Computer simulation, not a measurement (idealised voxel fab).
Process module, titled voxel transistor to metal
It is cross-section cut that appears here, measuring 140 nm in width, its square cells being 5 nm in size.
We lay out every cross-section as a grid of square cells and spell it out in bands from the top down, where one band means one or more rows of cells. The band entry comprises the height of the band's top followed by the height of its bottom, expressed in nm, and subsequently the band's materials from left to right, each stated together with its width in nm. Where a single material is marked with the word "edge to edge", that material fills the band from edge to edge. The word "empty" represents empty space. For the purposes of this specification, 0 denotes the height below which the wafer in its as-received condition is composed wholly of one material, and the lowermost band, lacking a lower limit, extends downward without end, as expressed in "0 -> down". With a width like "30..40", each row of cells in the band differs from the next by the same amount, the top row carrying the first number and the bottom row the second. Key: "no change occurred" - step with no changed cell in the cross-section. Entry "Cavities, closed" = empty spaces >= 8 cells with no open way to the top; each as width x height at distance, distance from left edge, all nm. It should be noted that, on the line of a given step, the content following the step's settings is a remark produced by the simulator itself with respect to that step. When a step includes a mask, the "overlay nm" setting on its line states how far to the right of its planned place that mask lay, and negative values state how far to the left. Quick note on how to read the rest: it's all pairs. You get the cross-section before a process step and the one after, but the after one only goes down as far as the lowest band that changed. The step in between, with its settings, sits under the pair. Heads up, the pairs can come from different runs of this module on the same starting wafer, so don't assume a pair picks up from the one above unless its "Pre-step section" entry says it does.
### Pre-step section
    0 -> down = Si edge to edge
    Cavities, closed: none
### Step Result
    5 -> 0 = SiO2 edge to edge
    Heights below 0 show no change.
    Cavities, closed: none
Between the two cross-sections shown above lies CONFORMAL_DEP [material SiO2] [thk nm 5]
Pre-step section: refer to the pair immediately above; the cross-section shown after its step is the state before this one.
### Step Result
    15 -> 5 = SiN edge to edge
    Heights below 5 show no change.
    Cavities, closed: none
Between the two cross-sections shown above lies CONFORMAL_DEP [material SiN] [thk nm 10]
Pre-step section: refer to the pair immediately above; the cross-section shown after its step is the state before this one.
### Step Result
    30 -> 15 = 20 empty, 100 resist, 20 empty
    Heights below 15 show no change.
    Cavities, closed: none
Between the two cross-sections shown above lies PATTERN [tone cover] [mask id ACTIVE] [material resist] [width nm 100] [thk nm 15] [overlay nm 0]
Pre-step section: refer to the pair immediately above; the cross-section shown after its step is the state before this one.
### Step Result
    30 -> 15 = 20 empty, 100 resist, 20 empty
    15 -> 5 = 20 empty, 100 SiN, 20 empty
    Heights below 5 show no change.
    Cavities, closed: none
Between the two cross-sections shown above lies DIRECTIONAL_ETCH [etch materials SiN] [depth nm 10]
Pre-step section: refer to the pair immediately above; the cross-section shown after its step is the state before this one.
### Step Result
    30 -> 15 = 20 empty, 100 resist, 20 empty
    15 -> 5 = 20 empty, 100 SiN, 20 empty
    5 -> 0 = 20 empty, 100 SiO2, 20 empty
    Heights below 0 show no change.
    Cavities, closed: none
Between the two cross-sections shown above lies DIRECTIONAL_ETCH [etch materials SiO2] [depth nm 5]
Pre-step section: refer to the pair immediately above; the cross-section shown after its step is the state before this one.
### Step Result
    30 -> 15 = 20 empty, 100 resist, 20 empty
    15 -> 5 = 20 empty, 100 SiN, 20 empty
    5 -> 0 = 20 empty, 100 SiO2, 20 empty
    0 -> -35 = 20 empty, 100 Si, 20 empty
    Heights below -35 show no change.
    Cavities, closed: none
Between the two cross-sections shown above lies DIRECTIONAL_ETCH [etch materials Si] [depth nm 35]
Pre-step section: refer to the pair immediately above; the cross-section shown after its step is the state before this one.
### Step Result
    15 -> 5 = 20 empty, 100 SiN, 20 empty
    Heights below 5 show no change.
    Cavities, closed: none
Between the two cross-sections shown above lies STRIP [etch materials resist]
Pre-step section: refer to the pair immediately above; the cross-section shown after its step is the state before this one.
### Step Result
    25 -> 15 = SiO2 edge to edge
    15 -> 5 = 20 SiO2, 100 SiN, 20 SiO2
    5 -> 0 = SiO2 edge to edge
    0 -> -35 = 20 SiO2, 100 Si, 20 SiO2
    Heights below -35 show no change.
    Cavities, closed: none
Between the two cross-sections shown above lies FILL_DEP [material SiO2] [thk nm 10]
Pre-step section: refer to the pair immediately above; the cross-section shown after its step is the state before this one.
### Step Result
    15 -> 5 = 20 SiO2, 100 SiN, 20 SiO2
    Heights below 5 show no change.
    Cavities, closed: none
Between the two cross-sections shown above lies CMP [height nm 15]
Pre-step section: refer to the pair immediately above; the cross-section shown after its step is the state before this one.
### Step Result
    15 -> 10 = 20 empty, 100 SiN, 20 empty
    Heights below 10 show no change.
    Cavities, closed: none
Between the two cross-sections shown above lies SELECTIVE_ETCH [etch materials SiO2] [depth nm 5]
Pre-step section: refer to the pair immediately above; the cross-section shown after its step is the state before this one.
### Step Result
    10 -> 5 = 20 SiO2, 100 empty, 20 SiO2
    Heights below 5 show no change.
    Cavities, closed: none
Between the two cross-sections shown above lies STRIP [etch materials SiN]
Pre-step section: refer to the pair immediately above; the cross-section shown after its step is the state before this one.
### Step Result
    5 -> 0 = 15 SiO2, 110 empty, 15 SiO2
    Heights below 0 show no change.
    Cavities, closed: none
Between the two cross-sections shown above lies SELECTIVE_ETCH [etch materials SiO2] [depth nm 5]
Pre-step section: refer to the pair immediately above; the cross-section shown after its step is the state before this one.
### Step Result
    5 -> 0 = 15 SiO2, 110 empty, 15 SiO2
    0 -> -5 = SiO2 edge to edge
    Heights below -5 show no change.
    Cavities, closed: none
Between the two cross-sections shown above lies OXIDIZE [depth nm 5]
Pre-step section: refer to the pair immediately above; the cross-section shown after its step is the state before this one.
### Step Result
    25 -> 20 = 15 polySi, 110 empty, 15 polySi
    20 -> 5 = polySi edge to edge
    5 -> 0 = 15 SiO2, 110 polySi, 15 SiO2
    Heights below 0 show no change.
    Cavities, closed: none
Between the two cross-sections shown above lies DIRECTIONAL_DEP [material polySi] [thk nm 20]
Pre-step section: refer to the pair immediately above; the cross-section shown after its step is the state before this one.
### Step Result
    35 -> 30 = 15 SiCN, 110 empty, 15 SiCN
    30 -> 25 = SiCN edge to edge
    25 -> 20 = 15 polySi, 110 SiCN, 15 polySi
    Heights below 20 show no change.
    Cavities, closed: none
Between the two cross-sections shown above lies DIRECTIONAL_DEP [material SiCN] [thk nm 10]
Pre-step section: refer to the pair immediately above; the cross-section shown after its step is the state before this one.
### Step Result
    55 -> 35 = 55 empty, 30 resist, 55 empty
    35 -> 30 = 15 SiCN, 40 empty, 30 resist, 40 empty, 15 SiCN
    Heights below 30 show no change.
    Cavities, closed: none
Between the two cross-sections shown above lies PATTERN [tone cover] [mask id GATE] [material resist] [width nm 30] [thk nm 20] [overlay nm 0]
Pre-step section: refer to the pair immediately above; the cross-section shown after its step is the state before this one.
### Step Result
    55 -> 30 = 55 empty, 30 resist, 55 empty
    30 -> 25 = 55 empty, 30 SiCN, 55 empty
    25 -> 20 = 15 polySi, 40 empty, 30 SiCN, 40 empty, 15 polySi
    Heights below 20 show no change.
    Cavities, closed: none
Between the two cross-sections shown above lies DIRECTIONAL_ETCH [etch materials SiCN] [depth nm 20]
Pre-step section: refer to the pair immediately above; the cross-section shown after its step is the state before this one.
### Step Result
    55 -> 30 = 55 empty, 30 resist, 55 empty
    30 -> 20 = 55 empty, 30 SiCN, 55 empty
    20 -> 5 = 55 empty, 30 polySi, 55 empty
    5 -> 0 = 15 SiO2, 40 empty, 30 polySi, 40 empty, 15 SiO2
    Heights below 0 show no change.
    Cavities, closed: none
Between the two cross-sections shown above lies DIRECTIONAL_ETCH [etch materials polySi] [depth nm 30]
Pre-step section: refer to the pair immediately above; the cross-section shown after its step is the state before this one.
### Step Result
    30 -> 20 = 55 empty, 30 SiCN, 55 empty
    Heights below 20 show no change.
    Cavities, closed: none
Between the two cross-sections shown above lies STRIP [etch materials resist]
Pre-step section: refer to the pair immediately above; the cross-section shown after its step is the state before this one.
### Step Result
    35 -> 30 = 50 empty, 40 SiO2, 50 empty
    30 -> 20 = 50 empty, 5 SiO2, 30 SiCN, 5 SiO2, 50 empty
    20 -> 10 = 50 empty, 5 SiO2, 30 polySi, 5 SiO2, 50 empty
    10 -> 5 = 20 SiO2, 30 empty, 5 SiO2, 30 polySi, 5 SiO2, 30 empty, 20 SiO2
    5 -> 0 = 55 SiO2, 30 polySi, 55 SiO2
    Heights below 0 show no change.
    Cavities, closed: none
Between the two cross-sections shown above lies CONFORMAL_DEP [material SiO2] [thk nm 5]
Pre-step section: refer to the pair immediately above; the cross-section shown after its step is the state before this one.
### Step Result
    30 -> 20 = 50 empty, 5 SiO2, 30 SiCN, 5 SiO2, 50 empty
    20 -> 5 = 50 empty, 5 SiO2, 30 polySi, 5 SiO2, 50 empty
    5 -> 0 = 20 SiO2, 30 empty, 5 SiO2, 30 polySi, 5 SiO2, 30 empty, 20 SiO2
    Heights below 0 show no change.
    Cavities, closed: none
Between the two cross-sections shown above lies DIRECTIONAL_ETCH [etch materials SiO2] [depth nm 5]
Pre-step section: refer to the pair immediately above; the cross-section shown after its step is the state before this one.
### Step Result
    40 -> 30 = 40 empty, 60 SiN, 40 empty
    30 -> 20 = 40 empty, 10 SiN, 5 SiO2, 30 SiCN, 5 SiO2, 10 SiN, 40 empty
    20 -> 15 = 40 empty, 10 SiN, 5 SiO2, 30 polySi, 5 SiO2, 10 SiN, 40 empty
    15 -> 10 = 30 SiN, 10 empty, 10 SiN, 5 SiO2, 30 polySi, 5 SiO2, 10 SiN, 10 empty, 30 SiN
    10 -> 5 = 50 SiN, 5 SiO2, 30 polySi, 5 SiO2, 50 SiN
    5 -> 0 = 20 SiO2, 30 SiN, 5 SiO2, 30 polySi, 5 SiO2, 30 SiN, 20 SiO2
    Heights below 0 show no change.
    Cavities, closed: none
Between the two cross-sections shown above lies CONFORMAL_DEP [material SiN] [thk nm 10]
Pre-step section: refer to the pair immediately above; the cross-section shown after its step is the state before this one.
### Step Result
    30 -> 20 = 40 empty, 10 SiN, 5 SiO2, 30 SiCN, 5 SiO2, 10 SiN, 40 empty
    20 -> 5 = 40 empty, 10 SiN, 5 SiO2, 30 polySi, 5 SiO2, 10 SiN, 40 empty
    5 -> 0 = 20 SiO2, 10 SiN, 10 empty, 10 SiN, 5 SiO2, 30 polySi, 5 SiO2, 10 SiN, 10 empty, 10 SiN, 20 SiO2
    Heights below 0 show no change.
    Cavities, closed: none
Between the two cross-sections shown above lies DIRECTIONAL_ETCH [etch materials SiN] [depth nm 10]
Pre-step section: refer to the pair immediately above; the cross-section shown after its step is the state before this one.
### Step Result
    30 -> 25 = 40 empty, 10 SiN, 5 empty, 30 SiCN, 5 empty, 10 SiN, 40 empty
    25 -> 20 = 40 empty, 10 SiN, 5 SiO2, 30 SiCN, 5 SiO2, 10 SiN, 40 empty
    20 -> 5 = 40 empty, 10 SiN, 5 SiO2, 30 polySi, 5 SiO2, 10 SiN, 40 empty
    5 -> 0 = 20 empty, 10 SiN, 10 empty, 10 SiN, 5 SiO2, 30 polySi, 5 SiO2, 10 SiN, 10 empty, 10 SiN, 20 empty
    0 -> -5 = 30 SiO2, 10 empty, 60 SiO2, 10 empty, 30 SiO2
    Heights below -5 show no change.
    Cavities, closed: none
Between the two cross-sections shown above lies DIRECTIONAL_ETCH [etch materials SiO2] [depth nm 5]
Pre-step section: refer to the pair immediately above; the cross-section shown after its step is the state before this one.
### Step Result
    30 -> 25 = 40 empty, 10 SiN, 5 empty, 30 SiCN, 5 empty, 10 SiN, 40 empty
    25 -> 20 = 40 empty, 10 SiN, 5 SiO2, 30 SiCN, 5 SiO2, 10 SiN, 40 empty
    20 -> 5 = 40 empty, 10 SiN, 5 SiO2, 30 polySi, 5 SiO2, 10 SiN, 40 empty
    5 -> 0 = 20 empty, 10 SiN, 10 empty, 10 SiN, 5 SiO2, 30 polySi, 5 SiO2, 10 SiN, 10 empty, 10 SiN, 20 empty
    0 -> -5 = 30 SiO2, 10 empty, 60 SiO2, 10 empty, 30 SiO2
    -5 -> -20 = 20 SiO2, 10 Si, 10 empty, 60 Si, 10 empty, 10 Si, 20 SiO2
    Heights below -20 show no change.
    Cavities, closed: none
Between the two cross-sections shown above lies DIRECTIONAL_ETCH [etch materials Si] [depth nm 15]
Pre-step section: refer to the pair immediately above; the cross-section shown after its step is the state before this one.
### Step Result
    30 -> 25 = 40 empty, 10 SiN, 5 empty, 30 SiCN, 5 empty, 10 SiN, 40 empty
    25 -> 20 = 40 empty, 10 SiN, 5 SiO2, 30 SiCN, 5 SiO2, 10 SiN, 40 empty
    20 -> 10 = 40 empty, 10 SiN, 5 SiO2, 30 polySi, 5 SiO2, 10 SiN, 40 empty
    10 -> 5 = 25 empty, 15 nSi, 10 SiN, 5 SiO2, 30 polySi, 5 SiO2, 10 SiN, 15 nSi, 25 empty
    5 -> 0 = 20 empty, 10 SiN, 10 nSi, 10 SiN, 5 SiO2, 30 polySi, 5 SiO2, 10 SiN, 10 nSi, 10 SiN, 20 empty
    0 -> -5 = 30 SiO2, 10 nSi, 60 SiO2, 10 nSi, 30 SiO2
    -5 -> -20 = 20 SiO2, 10 Si, 10 nSi, 60 Si, 10 nSi, 10 Si, 20 SiO2
    Heights below -20 show no change.
    Cavities, closed: none
Between the two cross-sections shown above lies EPI [material nSi] [thk nm 15]
Pre-step section: refer to the pair immediately above; the cross-section shown after its step is the state before this one.
### Step Result
    40 -> 30 = SiO2 edge to edge
    30 -> 20 = 40 SiO2, 10 SiN, 5 SiO2, 30 SiCN, 5 SiO2, 10 SiN, 40 SiO2
    20 -> 10 = 40 SiO2, 10 SiN, 5 SiO2, 30 polySi, 5 SiO2, 10 SiN, 40 SiO2
    10 -> 5 = 25 SiO2, 15 nSi, 10 SiN, 5 SiO2, 30 polySi, 5 SiO2, 10 SiN, 15 nSi, 25 SiO2
    5 -> 0 = 20 SiO2, 10 SiN, 10 nSi, 10 SiN, 5 SiO2, 30 polySi, 5 SiO2, 10 SiN, 10 nSi, 10 SiN, 20 SiO2
    Heights below 0 show no change.
    Cavities, closed: none
Between the two cross-sections shown above lies FILL_DEP [material SiO2] [thk nm 10]
Pre-step section: refer to the pair immediately above; the cross-section shown after its step is the state before this one.
### Step Result
    20 -> 10 = 40 SiO2, 10 SiN, 5 SiO2, 30 polySi, 5 SiO2, 10 SiN, 40 SiO2
    Heights below 10 show no change.
    Cavities, closed: none
Between the two cross-sections shown above lies CMP [height nm 20]
Pre-step section: refer to the pair immediately above; the cross-section shown after its step is the state before this one.
### Step Result
    20 -> 10 = 40 SiO2, 10 SiN, 5 SiO2, 30 empty, 5 SiO2, 10 SiN, 40 SiO2
    10 -> 5 = 25 SiO2, 15 nSi, 10 SiN, 5 SiO2, 30 empty, 5 SiO2, 10 SiN, 15 nSi, 25 SiO2
    5 -> 0 = 20 SiO2, 10 SiN, 10 nSi, 10 SiN, 5 SiO2, 30 empty, 5 SiO2, 10 SiN, 10 nSi, 10 SiN, 20 SiO2
    Heights below 0 show no change.
    Cavities, closed: none
Between the two cross-sections shown above lies STRIP [etch materials polySi]
Pre-step section: refer to the pair immediately above; the cross-section shown after its step is the state before this one.
### Step Result
    20 -> 15 = 40 empty, 10 SiN, 40 empty, 10 SiN, 40 empty
    15 -> 10 = 40 SiO2, 10 SiN, 40 empty, 10 SiN, 40 SiO2
    10 -> 5 = 25 SiO2, 15 nSi, 10 SiN, 40 empty, 10 SiN, 15 nSi, 25 SiO2
    5 -> 0 = 20 SiO2, 10 SiN, 10 nSi, 10 SiN, 40 empty, 10 SiN, 10 nSi, 10 SiN, 20 SiO2
    0 -> -5 = 30 SiO2, 10 nSi, 10 SiO2, 40 empty, 10 SiO2, 10 nSi, 30 SiO2
    Heights below -5 show no change.
    Cavities, closed: none
Between the two cross-sections shown above lies SELECTIVE_ETCH [etch materials SiO2] [depth nm 5]
Pre-step section: refer to the pair immediately above; the cross-section shown after its step is the state before this one.
### Step Result
    25 -> 20 = 35 empty, 20 HfO2, 30 empty, 20 HfO2, 35 empty
    20 -> 15 = 40 HfO2, 10 SiN, 5 HfO2, 30 empty, 5 HfO2, 10 SiN, 40 HfO2
    15 -> 10 = 40 SiO2, 10 SiN, 5 HfO2, 30 empty, 5 HfO2, 10 SiN, 40 SiO2
    10 -> 5 = 25 SiO2, 15 nSi, 10 SiN, 5 HfO2, 30 empty, 5 HfO2, 10 SiN, 15 nSi, 25 SiO2
    5 -> 0 = 20 SiO2, 10 SiN, 10 nSi, 10 SiN, 5 HfO2, 30 empty, 5 HfO2, 10 SiN, 10 nSi, 10 SiN, 20 SiO2
    0 -> -5 = 30 SiO2, 10 nSi, 10 SiO2, 40 HfO2, 10 SiO2, 10 nSi, 30 SiO2
    Heights below -5 show no change.
    Cavities, closed: none
Between the two cross-sections shown above lies CONFORMAL_DEP [material HfO2] [thk nm 5]
Pre-step section: refer to the pair immediately above; the cross-section shown after its step is the state before this one.
### Step Result
    30 -> 25 = 30 empty, 30 TiN, 20 empty, 30 TiN, 30 empty
    25 -> 20 = 35 TiN, 20 HfO2, 5 TiN, 20 empty, 5 TiN, 20 HfO2, 35 TiN
    20 -> 15 = 40 HfO2, 10 SiN, 5 HfO2, 5 TiN, 20 empty, 5 TiN, 5 HfO2, 10 SiN, 40 HfO2
    15 -> 10 = 40 SiO2, 10 SiN, 5 HfO2, 5 TiN, 20 empty, 5 TiN, 5 HfO2, 10 SiN, 40 SiO2
    10 -> 5 = 25 SiO2, 15 nSi, 10 SiN, 5 HfO2, 5 TiN, 20 empty, 5 TiN, 5 HfO2, 10 SiN, 15 nSi, 25 SiO2
    5 -> 0 = 20 SiO2, 10 SiN, 10 nSi, 10 SiN, 5 HfO2, 30 TiN, 5 HfO2, 10 SiN, 10 nSi, 10 SiN, 20 SiO2
    Heights below 0 show no change.
    Cavities, closed: none
Between the two cross-sections shown above lies CONFORMAL_DEP [material TiN] [thk nm 5]
Pre-step section: refer to the pair immediately above; the cross-section shown after its step is the state before this one.
### Step Result
    40 -> 30 = W edge to edge
    30 -> 25 = 30 W, 30 TiN, 20 W, 30 TiN, 30 W
    25 -> 20 = 35 TiN, 20 HfO2, 5 TiN, 20 W, 5 TiN, 20 HfO2, 35 TiN
    20 -> 15 = 40 HfO2, 10 SiN, 5 HfO2, 5 TiN, 20 W, 5 TiN, 5 HfO2, 10 SiN, 40 HfO2
    15 -> 10 = 40 SiO2, 10 SiN, 5 HfO2, 5 TiN, 20 W, 5 TiN, 5 HfO2, 10 SiN, 40 SiO2
    10 -> 5 = 25 SiO2, 15 nSi, 10 SiN, 5 HfO2, 5 TiN, 20 W, 5 TiN, 5 HfO2, 10 SiN, 15 nSi, 25 SiO2
    Heights below 5 show no change.
    Cavities, closed: none
Between the two cross-sections shown above lies FILL_DEP [material W] [thk nm 10]
Pre-step section: refer to the pair immediately above; the cross-section shown after its step is the state before this one.
### Step Result
    15 -> 10 = 40 SiO2, 10 SiN, 5 HfO2, 5 TiN, 20 W, 5 TiN, 5 HfO2, 10 SiN, 40 SiO2
    Heights below 10 show no change.
    Cavities, closed: none
Between the two cross-sections shown above lies CMP [height nm 15]
Pre-step section: refer to the pair immediately above; the cross-section shown after its step is the state before this one.
### Step Result
    25 -> 15 = SiO2 edge to edge
    Heights below 15 show no change.
    Cavities, closed: none
Between the two cross-sections shown above lies DIRECTIONAL_DEP [material SiO2] [thk nm 10]
Pre-step section: refer to the pair immediately above; the cross-section shown after its step is the state before this one.
### Step Result
    25 -> 15 = 25 SiO2, 15 empty, 60 SiO2, 15 empty, 25 SiO2
    15 -> 10 = 25 SiO2, 15 empty, 10 SiN, 5 HfO2, 5 TiN, 20 W, 5 TiN, 5 HfO2, 10 SiN, 15 empty, 25 SiO2
    Heights below 10 show no change.
    Cavities, closed: none
Between the two cross-sections shown above lies MASKED_ETCH [tone open] [mask id CONTACT] [width nm 15] [pitch nm 75] [etch materials SiO2] [depth nm 15] [overlay nm 0]
Pre-step section: refer to the pair immediately above; the cross-section shown after its step is the state before this one.
### Step Result
    30 -> 25 = 30 TiN, 5 empty, 70 TiN, 5 empty, 30 TiN
    25 -> 15 = 25 SiO2, 5 TiN, 5 empty, 5 TiN, 60 SiO2, 5 TiN, 5 empty, 5 TiN, 25 SiO2
    15 -> 10 = 25 SiO2, 15 TiN, 10 SiN, 5 HfO2, 5 TiN, 20 W, 5 TiN, 5 HfO2, 10 SiN, 15 TiN, 25 SiO2
    Heights below 10 show no change.
    Cavities, closed: none
Between the two cross-sections shown above lies CONFORMAL_DEP [material TiN] [thk nm 5]
Pre-step section: refer to the pair immediately above; the cross-section shown after its step is the state before this one.
### Step Result
    40 -> 30 = Ru edge to edge
    30 -> 25 = 30 TiN, 5 Ru, 70 TiN, 5 Ru, 30 TiN
    25 -> 15 = 25 SiO2, 5 TiN, 5 Ru, 5 TiN, 60 SiO2, 5 TiN, 5 Ru, 5 TiN, 25 SiO2
    Heights below 15 show no change.
    Cavities, closed: none
Between the two cross-sections shown above lies FILL_DEP [material Ru] [thk nm 10]
Pre-step section: refer to the pair immediately above; the cross-section shown after its step is the state before this one.
### Step Result
    25 -> 15 = 25 SiO2, 5 TiN, 5 Ru, 5 TiN, 60 SiO2, 5 TiN, 5 Ru, 5 TiN, 25 SiO2
    Heights below 15 show no change.
    Cavities, closed: none
Between the two cross-sections shown above lies CMP [height nm 25]
Pre-step section: refer to the pair immediately above; the cross-section shown after its step is the state before this one.
### Step Result
    30 -> 25 = TiN edge to edge
    Heights below 25 show no change.
    Cavities, closed: none
Between the two cross-sections shown above lies DIRECTIONAL_DEP [material TiN] [thk nm 5]
Pre-step section: refer to the pair immediately above; the cross-section shown after its step is the state before this one.
### Step Result
    55 -> 30 = Ru edge to edge
    Heights below 30 show no change.
    Cavities, closed: none
Between the two cross-sections shown above lies DIRECTIONAL_DEP [material Ru] [thk nm 25]
Pre-step section: refer to the pair immediately above; the cross-section shown after its step is the state before this one.
### Step Result
    55 -> 30 = 25 empty, 15 Ru, 60 empty, 15 Ru, 25 empty
    Heights below 30 show no change.
    Cavities, closed: none
Between the two cross-sections shown above lies MASKED_ETCH [tone cover] [mask id METAL_1] [width nm 15] [pitch nm 75] [etch materials Ru] [depth nm 25] [overlay nm 0]
Pre-step section: refer to the pair immediately above; the cross-section shown after its step is the state before this one.
### Step Result
    55 -> 30 = 25 empty, 15 Ru, 60 empty, 15 Ru, 25 empty
    30 -> 25 = 25 empty, 15 TiN, 60 empty, 15 TiN, 25 empty
    Heights below 25 show no change.
    Cavities, closed: none
Between the two cross-sections shown above lies MASKED_ETCH [tone cover] [mask id METAL_1] [width nm 15] [pitch nm 75] [etch materials TiN] [depth nm 5] [overlay nm 0]
Pre-step section: refer to the pair immediately above; the cross-section shown after its step is the state before this one.
### Step Result
    60 -> 55 = lowk edge to edge
    55 -> 30 = 25 lowk, 15 Ru, 60 lowk, 15 Ru, 25 lowk
    30 -> 25 = 25 lowk, 15 TiN, 60 lowk, 15 TiN, 25 lowk
    Heights below 25 show no change.
    Cavities, closed: none
Between the two cross-sections shown above lies FILL_DEP [material lowk] [thk nm 5]
Pre-step section: refer to the pair immediately above; the cross-section shown after its step is the state before this one.
### Step Result
    55 -> 30 = 25 lowk, 15 Ru, 60 lowk, 15 Ru, 25 lowk
    Heights below 30 show no change.
    Cavities, closed: none
Between the two cross-sections shown above lies CMP [height nm 55]
Pre-step section: refer to the pair immediately above; the cross-section shown after its step is the state before this one.
### Step Result
    60 -> 55 = SiCN edge to edge
    Heights below 55 show no change.
    Cavities, closed: none
Between the two cross-sections shown above lies CONFORMAL_DEP [material SiCN] [thk nm 5]
Pre-step section: refer to the pair immediately above; the cross-section shown after its step is the state before this one.
### Step Result
    90 -> 60 = SiO2 edge to edge
    Heights below 60 show no change.
    Cavities, closed: none
Between the two cross-sections shown above lies DIRECTIONAL_DEP [material SiO2] [thk nm 30]
Pre-step section: refer to the pair immediately above; the cross-section shown after its step is the state before this one.
### Step Result
    105 -> 90 = aC edge to edge
    Heights below 90 show no change.
    Cavities, closed: none
Between the two cross-sections shown above lies DIRECTIONAL_DEP [material aC] [thk nm 15]
Pre-step section: refer to the pair immediately above; the cross-section shown after its step is the state before this one.
### Step Result
    140 -> 105 = 25 resist, 15 empty, 60 resist, 15 empty, 25 resist
    Heights below 105 show no change.
    Cavities, closed: none
Between the two cross-sections shown above lies PATTERN [tone open] [mask id METAL_2] [material resist] [width nm 15] [pitch nm 75] [thk nm 35] [overlay nm 0]
Pre-step section: refer to the pair immediately above; the cross-section shown after its step is the state before this one.
### Step Result
    125 -> 105 = 25 resist, 15 empty, 60 resist, 15 empty, 25 resist
    105 -> 90 = 25 aC, 15 empty, 60 aC, 15 empty, 25 aC
    Heights below 90 show no change.
    Cavities, closed: none
Between the two cross-sections shown above lies DIRECTIONAL_ETCH [etch materials aC] [depth nm 15]
Pre-step section: refer to the pair immediately above; the cross-section shown after its step is the state before this one.
### Step Result
    105 -> 90 = 25 aC, 15 empty, 60 aC, 15 empty, 25 aC
    Heights below 90 show no change.
    Cavities, closed: none
Between the two cross-sections shown above lies STRIP [etch materials resist]
Pre-step section: refer to the pair immediately above; the cross-section shown after its step is the state before this one.
### Step Result
    105 -> 90 = 25 aC, 15 empty, 60 aC, 15 empty, 25 aC
    90 -> 75 = 25 SiO2, 15 empty, 60 SiO2, 15 empty, 25 SiO2
    Heights below 75 show no change.
    Cavities, closed: none
Between the two cross-sections shown above lies DIRECTIONAL_ETCH [etch materials SiO2] [depth nm 15]
Pre-step section: refer to the pair immediately above; the cross-section shown after its step is the state before this one.
### Step Result
    90 -> 75 = 25 SiO2, 15 empty, 60 SiO2, 15 empty, 25 SiO2
    Heights below 75 show no change.
    Cavities, closed: none
Between the two cross-sections shown above lies STRIP [etch materials aC]
Pre-step section: refer to the pair immediately above; the cross-section shown after its step is the state before this one.
### Step Result
    110 -> 90 = 25 resist, 15 empty, 60 resist, 15 empty, 25 resist
    Heights below 90 show no change.
    Cavities, closed: none
Between the two cross-sections shown above lies PATTERN [tone open] [mask id METAL_2_HOLES] [material resist] [width nm 15] [pitch nm 75] [thk nm 20] [overlay nm 0]
Pre-step section: refer to the pair immediately above; the cross-section shown after its step is the state before this one.
### Step Result
    110 -> 90 = 25 resist, 15 empty, 60 resist, 15 empty, 25 resist
    90 -> 60 = 25 SiO2, 15 empty, 60 SiO2, 15 empty, 25 SiO2
    Heights below 60 show no change.
    Cavities, closed: none
Between the two cross-sections shown above lies DIRECTIONAL_ETCH [etch materials SiO2] [depth nm 15]
Pre-step section: refer to the pair immediately above; the cross-section shown after its step is the state before this one.
### Step Result
    110 -> 90 = 25 resist, 15 empty, 60 resist, 15 empty, 25 resist
    90 -> 60 = 25 SiO2, 15 empty, 60 SiO2, 15 empty, 25 SiO2
    60 -> 55 = 25 SiCN, 15 empty, 60 SiCN, 15 empty, 25 SiCN
    Heights below 55 show no change.
    Cavities, closed: none
Between the two cross-sections shown above lies DIRECTIONAL_ETCH [etch materials SiCN] [depth nm 5]
Pre-step section: refer to the pair immediately above; the cross-section shown after its step is the state before this one.
### Step Result
    90 -> 60 = 25 SiO2, 15 empty, 60 SiO2, 15 empty, 25 SiO2
    Heights below 60 show no change.
    Cavities, closed: none
Between the two cross-sections shown above lies STRIP [etch materials resist]
Pre-step section: refer to the pair immediately above; the cross-section shown after its step is the state before this one.
### Step Result
    95 -> 90 = 30 TiN, 5 empty, 70 TiN, 5 empty, 30 TiN
    90 -> 60 = 25 SiO2, 5 TiN, 5 empty, 5 TiN, 60 SiO2, 5 TiN, 5 empty, 5 TiN, 25 SiO2
    60 -> 55 = 25 SiCN, 15 TiN, 60 SiCN, 15 TiN, 25 SiCN
    Heights below 55 show no change.
    Cavities, closed: none
Between the two cross-sections shown above lies CONFORMAL_DEP [material TiN] [thk nm 5]
Pre-step section: refer to the pair immediately above; the cross-section shown after its step is the state before this one.
### Step Result
    100 -> 95 = Cu edge to edge
    95 -> 90 = 30 TiN, 5 Cu, 70 TiN, 5 Cu, 30 TiN
    90 -> 60 = 25 SiO2, 5 TiN, 5 Cu, 5 TiN, 60 SiO2, 5 TiN, 5 Cu, 5 TiN, 25 SiO2
    Heights below 60 show no change.
    Cavities, closed: none
Between the two cross-sections shown above lies FILL_DEP [material Cu] [thk nm 5]
Pre-step section: refer to the pair immediately above; the cross-section shown after its step is the state before this one.
### Step Result
    90 -> 60 = 25 SiO2, 5 TiN, 5 Cu, 5 TiN, 60 SiO2, 5 TiN, 5 Cu, 5 TiN, 25 SiO2
    Heights below 60 show no change.
    Cavities, closed: none
Between the two cross-sections shown above lies CMP [height nm 90]
Pre-step section: refer to the pair immediately above; the cross-section shown after its step is the state before this one.
### Step Result
    95 -> 90 = SiN edge to edge
    Heights below 90 show no change.
    Cavities, closed: none
Between the two cross-sections shown above lies CONFORMAL_DEP [material SiN] [thk nm 5]
### Pre-step section
    20 -> 15 = 40 empty, 10 SiN, 40 empty, 10 SiN, 40 empty
    15 -> 10 = 40 SiO2, 10 SiN, 40 empty, 10 SiN, 40 SiO2
    10 -> 5 = 25 SiO2, 15 nSi, 10 SiN, 40 empty, 10 SiN, 15 nSi, 25 SiO2
    5 -> 0 = 20 SiO2, 10 SiN, 10 nSi, 10 SiN, 40 empty, 10 SiN, 10 nSi, 10 SiN, 20 SiO2
    0 -> -5 = 30 SiO2, 10 nSi, 10 SiO2, 40 empty, 10 SiO2, 10 nSi, 30 SiO2
    -5 -> -20 = 20 SiO2, 10 Si, 10 nSi, 60 Si, 10 nSi, 10 Si, 20 SiO2
    -20 -> -35 = 20 SiO2, 100 Si, 20 SiO2
    -35 -> down = Si edge to edge
    Cavities, closed: none
### Step Result
    25 -> 20 = 35 empty, 20 TiN, 30 empty, 20 TiN, 35 empty
    20 -> 15 = 40 TiN, 10 SiN, 5 TiN, 30 empty, 5 TiN, 10 SiN, 40 TiN
    15 -> 10 = 40 SiO2, 10 SiN, 5 TiN, 30 empty, 5 TiN, 10 SiN, 40 SiO2
    10 -> 5 = 25 SiO2, 15 nSi, 10 SiN, 5 TiN, 30 empty, 5 TiN, 10 SiN, 15 nSi, 25 SiO2
    5 -> 0 = 20 SiO2, 10 SiN, 10 nSi, 10 SiN, 5 TiN, 30 empty, 5 TiN, 10 SiN, 10 nSi, 10 SiN, 20 SiO2
    0 -> -5 = 30 SiO2, 10 nSi, 10 SiO2, 40 TiN, 10 SiO2, 10 nSi, 30 SiO2
    Heights below -5 show no change.
    Cavities, closed: none
Between the two cross-sections shown above lies CONFORMAL_DEP [material TiN] [thk nm 5]
